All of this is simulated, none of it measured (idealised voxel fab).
process module | voxel self aligned contacts
cross-section cut | 270 nm wide | cells 5 nm
A cross-section is a grid of square cells, given in bands from the top down. A band is one or more rows of cells.
Each band's line starts with the height of the band's top and of its bottom, in nm. Then come its materials from left to right, each with its width in nm. One material with "throughout" fills the band from edge to edge. "air" is empty space.
Height 0 is the level under which the wafer as received is all one material. The lowest band goes on downwards, as in "0 down".
A width such as "30 to 40" changes by the same amount from each row of cells to the next, from the band's top row to its bottom row.
"no change" after a step means that no cell of the cross-section changed.
closed voids: empty space of 8 cells or more with no open way to the top, each as width x height at its distance from the left edge, in nm
after a step's settings: what the simulator itself notes on the step
overlay nm, on a step with a mask: how far to the right of its planned place the mask lay; to the left if negative
plan
1 op RECEIVE | material Si
2 op CONFORMAL_DEP | material SiO2 | thk nm 5
3 op DIRECTIONAL_DEP | material polySi | thk nm 30
4 op DIRECTIONAL_DEP | material SiN | thk nm 15
5 op MASKED_ETCH | tone cover | mask id GATE | width nm 25 | pitch nm 55 | etch materials SiN | depth nm 15 | overlay nm 0
6 op MASKED_ETCH | tone cover | mask id GATE | width nm 25 | pitch nm 55 | etch materials polySi | depth nm 30 | overlay nm 0
7 op CONFORMAL_DEP | material SiN | thk nm 5
8 op DIRECTIONAL_ETCH | etch materials SiN | depth nm 5
9 op FILL_DEP | material SiO2 | thk nm 10
10 op CMP | height nm 55
11 op DIRECTIONAL_DEP | material aC | thk nm 15
12 op PATTERN | tone open | mask id CONTACT | material resist | width nm 40 | thk nm 30 | overlay nm 0
13 op DIRECTIONAL_ETCH | etch materials aC | depth nm 15
14 op STRIP | etch materials resist
15 op DIRECTIONAL_ETCH | etch materials SiO2 | depth nm 45
16 op STRIP | etch materials aC
17 op CONFORMAL_DEP | material TiN | thk nm 5
18 op FILL_DEP | material W | thk nm 10
19 op CMP | height nm 55
20 op CONFORMAL_DEP | material SiN | thk nm 5
varied across the wafers: depth nm of step 15. The plan shows the first wafer's value. All wafers start alike
first wafer as received, after step 1
  0 down: Si throughout
  closed voids: none
first wafer at the end, after step 20
  60 to 55: SiN throughout
  55 to 50: SiO2 115 | TiN 15 | W 10 | TiN 15 | SiO2 115
  50 to 35: SiO2 90 | SiN 35 | TiN 5 | W 10 | TiN 5 | SiN 35 | SiO2 90
  35 to 15: SiO2 90 | SiN 5 | polySi 25 | SiN 5 | TiN 5 | W 10 | TiN 5 | SiN 5 | polySi 25 | SiN 5 | SiO2 90
  15 to 10: SiO2 90 | SiN 5 | polySi 25 | SiN 5 | TiN 20 | SiN 5 | polySi 25 | SiN 5 | SiO2 90
  10 to 5: SiO2 90 | SiN 5 | polySi 25 | SiN 5 | SiO2 20 | SiN 5 | polySi 25 | SiN 5 | SiO2 90
  5 to 0: SiO2 throughout
  0 down: Si throughout
  closed voids: none
last wafer at the end
  60 to 55: SiN throughout
  55 to 50: SiO2 115 | TiN 15 | W 10 | TiN 15 | SiO2 115
  50 to 35: SiO2 90 | SiN 35 | TiN 5 | W 10 | TiN 5 | SiN 35 | SiO2 90
  35 to 5: SiO2 90 | SiN 5 | polySi 25 | SiN 5 | TiN 5 | W 10 | TiN 5 | SiN 5 | polySi 25 | SiN 5 | SiO2 90
  5 to 0: SiO2 125 | TiN 20 | SiO2 125
  0 down: Si throughout
  closed voids: none
each wafer at the end: cells of each material gained (+) or lost (-) since it was received, then its closed voids
depth nm 45 | +120 SiN | +428 SiO2 | +24 TiN | +16 W | +60 polySi | closed voids: none
depth nm 50 | +120 SiN | +424 SiO2 | +26 TiN | +18 W | +60 polySi | closed voids: none
depth nm 55 | +120 SiN | +420 SiO2 | +28 TiN | +20 W | +60 polySi | closed voids: none
depth nm 60 | +120 SiN | +420 SiO2 | +28 TiN | +20 W | +60 polySi | closed voids: none
depth nm 65 | +120 SiN | +420 SiO2 | +28 TiN | +20 W | +60 polySi | closed voids: none
depth nm 70 | +120 SiN | +420 SiO2 | +28 TiN | +20 W | +60 polySi | closed voids: none
